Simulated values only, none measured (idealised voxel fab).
process module | voxel wiring stack
cross-section cut | 235 nm wide | cells 5 nm
A cross-section is a grid of square cells, given in bands from the top down. A band is one or more rows of cells.
Each band's line starts with the height of the band's top and of its bottom, in nm. Then come its materials from left to right, each with its width in nm. One material with "throughout" fills the band from edge to edge. "air" is empty space.
Height 0 is the level under which the wafer as received is all one material. The lowest band goes on downwards, as in "0 down".
A width such as "30 to 40" changes by the same amount from each row of cells to the next, from the band's top row to its bottom row.
"no change" after a step means that no cell of the cross-section changed.
closed voids: empty space of 8 cells or more with no open way to the top, each as width x height at its distance from the left edge, in nm
after a step's settings: what the simulator itself notes on the step
overlay nm, on a step with a mask: how far to the right of its planned place the mask lay; to the left if negative
plan
1 op RECEIVE | material Si
2 op CONFORMAL_DEP | material SiO2 | thk nm 15
3 op CONFORMAL_DEP | material SiCN | thk nm 5
4 op DIRECTIONAL_DEP | material SiO2 | thk nm 20
5 op PATTERN | tone open | mask id METAL_1 | material resist | width nm 20 | pitch nm 40 | thk nm 20 | overlay nm 0
6 op DIRECTIONAL_ETCH | etch materials SiO2 | depth nm 20
7 op DIRECTIONAL_ETCH | etch materials SiCN | depth nm 5
8 op STRIP | etch materials resist
9 op CONFORMAL_DEP | material TiN | thk nm 5
10 op FILL_DEP | material Ru | thk nm 10
11 op CMP | height nm 40
12 op EPI | material Ru | thk nm 5
13 op FILL_DEP | material SiCN | thk nm 5
14 op DIRECTIONAL_DEP | material lowk | thk nm 35
15 op DIRECTIONAL_DEP | material aC | thk nm 10
16 op PATTERN | tone open | mask id METAL_2 | material resist | width nm 20 | pitch nm 40 | thk nm 25 | overlay nm 0
17 op DIRECTIONAL_ETCH | etch materials aC | depth nm 10
18 op STRIP | etch materials resist
19 op DIRECTIONAL_ETCH | etch materials lowk | depth nm 20
20 op STRIP | etch materials aC
21 op PATTERN | tone open | mask id METAL_2_HOLES | material resist | width nm 15 | pitch nm 80 | thk nm 20 | overlay nm 0
22 op DIRECTIONAL_ETCH | etch materials lowk | depth nm 15
23 op DIRECTIONAL_ETCH | etch materials SiCN | depth nm 5
24 op STRIP | etch materials resist
25 op CONFORMAL_DEP | material TiN | thk nm 5
26 op FILL_DEP | material Cu | thk nm 5
27 op CMP | height nm 85
28 op CONFORMAL_DEP | material SiCN | thk nm 5
29 op DIRECTIONAL_DEP | material lowk | thk nm 10
30 op MASKED_ETCH | tone open | mask id PLUG_2 | width nm 15 | pitch nm 40 | etch materials lowk | depth nm 10 | overlay nm 0
31 op MASKED_ETCH | tone open | mask id PLUG_2 | width nm 15 | pitch nm 40 | etch materials SiCN | depth nm 5 | overlay nm 0
32 op CONFORMAL_DEP | material TiN | thk nm 5
33 op FILL_DEP | material Ru | thk nm 10
34 op CMP | height nm 100
35 op DIRECTIONAL_DEP | material TiN | thk nm 5
36 op DIRECTIONAL_DEP | material Ru | thk nm 15
37 op MASKED_ETCH | tone cover | mask id METAL_3 | width nm 20 | pitch nm 40 | etch materials Ru | depth nm 15 | overlay nm 0
38 op MASKED_ETCH | tone cover | mask id METAL_3 | width nm 20 | pitch nm 40 | etch materials TiN | depth nm 5 | overlay nm 0
39 op FILL_DEP | material SiO2 | thk nm 10
40 op CMP | height nm 120
41 op CONFORMAL_DEP | material SiCN | thk nm 5
42 op DIRECTIONAL_DEP | material lowk | thk nm 10
43 op DIRECTIONAL_DEP | material aC | thk nm 15
44 op PATTERN | tone open | mask id PLUG_3 | material resist | width nm 15 | pitch nm 80 | thk nm 35 | overlay nm 0
45 op DIRECTIONAL_ETCH | etch materials aC | depth nm 15
46 op STRIP | etch materials resist
47 op DIRECTIONAL_ETCH | etch materials lowk | depth nm 10
48 op DIRECTIONAL_ETCH | etch materials SiCN | depth nm 5
49 op STRIP | etch materials aC
50 op CONFORMAL_DEP | material TiN | thk nm 5
51 op FILL_DEP | material Ru | thk nm 10
52 op CMP | height nm 135
53 op CONFORMAL_DEP | material SiCN | thk nm 5
54 op DIRECTIONAL_DEP | material SiO2 | thk nm 15
55 op PATTERN | tone open | mask id METAL_4 | material resist | width nm 20 | pitch nm 40 | thk nm 15 | overlay nm 0
56 op DIRECTIONAL_ETCH | etch materials SiO2 | depth nm 15
57 op DIRECTIONAL_ETCH | etch materials SiCN | depth nm 5
58 op STRIP | etch materials resist
59 op CONFORMAL_DEP | material TiN | thk nm 5
60 op FILL_DEP | material Cu | thk nm 5
61 op CMP | height nm 155
62 op CONFORMAL_DEP | material SiN | thk nm 5
as received, after step 1
  0 down: Si throughout
  closed voids: none
first wafer at the end, as planned
  160 to 155: SiN throughout
  155 to 140: SiO2 45 | TiN 5 | Cu 10 | TiN 5 | SiO2 20 | TiN 5 | Cu 10 | TiN 5 | SiO2 20 | TiN 5 | Cu 10 | TiN 5 | SiO2 20 | TiN 5 | Cu 10 | TiN 5 | SiO2 50
  140 to 135: SiCN 45 | TiN 20 | SiCN 20 | TiN 20 | SiCN 20 | TiN 20 | SiCN 20 | TiN 20 | SiCN 50
  135 to 125: lowk 45 | TiN 5 | Ru 5 | TiN 5 | lowk 65 | TiN 5 | Ru 5 | TiN 5 | lowk 95
  125 to 120: SiCN 45 | TiN 15 | SiCN 65 | TiN 15 | SiCN 95
  120 to 105: SiO2 45 | Ru 20 | SiO2 20 | Ru 20 | SiO2 20 | Ru 20 | SiO2 20 | Ru 20 | SiO2 50
  105 to 100: SiO2 45 | TiN 20 | SiO2 20 | TiN 20 | SiO2 20 | TiN 20 | SiO2 20 | TiN 20 | SiO2 50
  100 to 90: lowk 45 | TiN 5 | Ru 5 | TiN 5 | lowk 25 | TiN 5 | Ru 5 | TiN 5 | lowk 25 | TiN 5 | Ru 5 | TiN 5 | lowk 25 | TiN 5 | Ru 5 | TiN 5 | lowk 55
  90 to 85: SiCN 45 | TiN 15 | SiCN 25 | TiN 15 | SiCN 25 | TiN 15 | SiCN 25 | TiN 15 | SiCN 55
  85 to 70: lowk 45 | TiN 5 | Cu 10 | TiN 5 | lowk 20 | TiN 5 | Cu 10 | TiN 5 | lowk 20 | TiN 5 | Cu 10 | TiN 5 | lowk 20 | TiN 5 | Cu 10 | TiN 5 | lowk 50
  70 to 65: lowk 45 | TiN 5 | Cu 5 | TiN 10 | lowk 20 | TiN 20 | lowk 20 | TiN 5 | Cu 5 | TiN 10 | lowk 20 | TiN 20 | lowk 50
  65 to 50: lowk 45 | TiN 5 | Cu 5 | TiN 5 | lowk 65 | TiN 5 | Cu 5 | TiN 5 | lowk 95
  50 to 45: SiCN 45 | TiN 15 | SiCN 65 | TiN 15 | SiCN 95
  45 to 40: SiCN 40 | Ru 30 | SiCN 10 | Ru 30 | SiCN 10 | Ru 30 | SiCN 10 | Ru 30 | SiCN 45
  40 to 20: SiO2 45 | TiN 5 | Ru 10 | TiN 5 | SiO2 20 | TiN 5 | Ru 10 | TiN 5 | SiO2 20 | TiN 5 | Ru 10 | TiN 5 | SiO2 20 | TiN 5 | Ru 10 | TiN 5 | SiO2 50
  20 to 15: SiCN 45 | TiN 20 | SiCN 20 | TiN 20 | SiCN 20 | TiN 20 | SiCN 20 | TiN 20 | SiCN 50
  15 to 0: SiO2 throughout
  0 down: Si throughout
  closed voids: none
second wafer at the end: like start, like plan, one mistake
  160 to 155: SiN throughout
  155 to 140: SiO2 45 | TiN 5 | Cu 10 | TiN 5 | SiO2 20 | TiN 5 | Cu 10 | TiN 5 | SiO2 20 | TiN 5 | Cu 10 | TiN 5 | SiO2 20 | TiN 5 | Cu 10 | TiN 5 | SiO2 50
  140 to 135: SiCN 45 | TiN 20 | SiCN 20 | TiN 20 | SiCN 20 | TiN 20 | SiCN 20 | TiN 20 | SiCN 50
  135 to 125: lowk 45 | TiN 5 | Ru 5 | TiN 5 | lowk 65 | TiN 5 | Ru 5 | TiN 5 | lowk 95
  125 to 120: SiCN 45 | TiN 15 | SiCN 65 | TiN 15 | SiCN 95
  120 to 105: SiO2 45 | Ru 20 | SiO2 20 | Ru 20 | SiO2 20 | Ru 20 | SiO2 20 | Ru 20 | SiO2 50
  105 to 100: SiO2 45 | TiN 20 | SiO2 20 | TiN 20 | SiO2 20 | TiN 20 | SiO2 20 | TiN 20 | SiO2 50
  100 to 95: lowk 45 | TiN 5 | Ru 5 | TiN 5 | lowk 25 | TiN 5 | Ru 5 | TiN 5 | lowk 25 | TiN 5 | Ru 5 | TiN 5 | lowk 25 | TiN 5 | Ru 5 | TiN 5 | lowk 55
  95 to 90: lowk 45 | TiN 15 | lowk 25 | TiN 15 | lowk 25 | TiN 15 | lowk 25 | TiN 15 | lowk 55
  90 to 85: SiCN 45 | TiN 10 | SiCN 30 | TiN 10 | SiCN 30 | TiN 10 | SiCN 30 | TiN 10 | SiCN 60
  85 to 70: lowk 45 | TiN 5 | Cu 10 | TiN 5 | lowk 20 | TiN 5 | Cu 10 | TiN 5 | lowk 20 | TiN 5 | Cu 10 | TiN 5 | lowk 20 | TiN 5 | Cu 10 | TiN 5 | lowk 50
  70 to 65: lowk 45 | TiN 5 | Cu 5 | TiN 10 | lowk 20 | TiN 20 | lowk 20 | TiN 5 | Cu 5 | TiN 10 | lowk 20 | TiN 20 | lowk 50
  65 to 50: lowk 45 | TiN 5 | Cu 5 | TiN 5 | lowk 65 | TiN 5 | Cu 5 | TiN 5 | lowk 95
  50 to 45: SiCN 45 | TiN 15 | SiCN 65 | TiN 15 | SiCN 95
  45 to 40: SiCN 40 | Ru 30 | SiCN 10 | Ru 30 | SiCN 10 | Ru 30 | SiCN 10 | Ru 30 | SiCN 45
  40 to 20: SiO2 45 | TiN 5 | Ru 10 | TiN 5 | SiO2 20 | TiN 5 | Ru 10 | TiN 5 | SiO2 20 | TiN 5 | Ru 10 | TiN 5 | SiO2 20 | TiN 5 | Ru 10 | TiN 5 | SiO2 50
  20 to 15: SiCN 45 | TiN 20 | SiCN 20 | TiN 20 | SiCN 20 | TiN 20 | SiCN 20 | TiN 20 | SiCN 50
  15 to 0: SiO2 throughout
  0 down: Si throughout
  closed voids: none
what went wrong: step 31 ran as: op MASKED_ETCH | tone open | mask id PLUG_2 | width nm 15 | pitch nm 40 | etch materials SiCN | depth nm 5 | overlay nm -5
at the end the second wafer has, in cells: 4 fewer of Ru | 4 more of SiCN
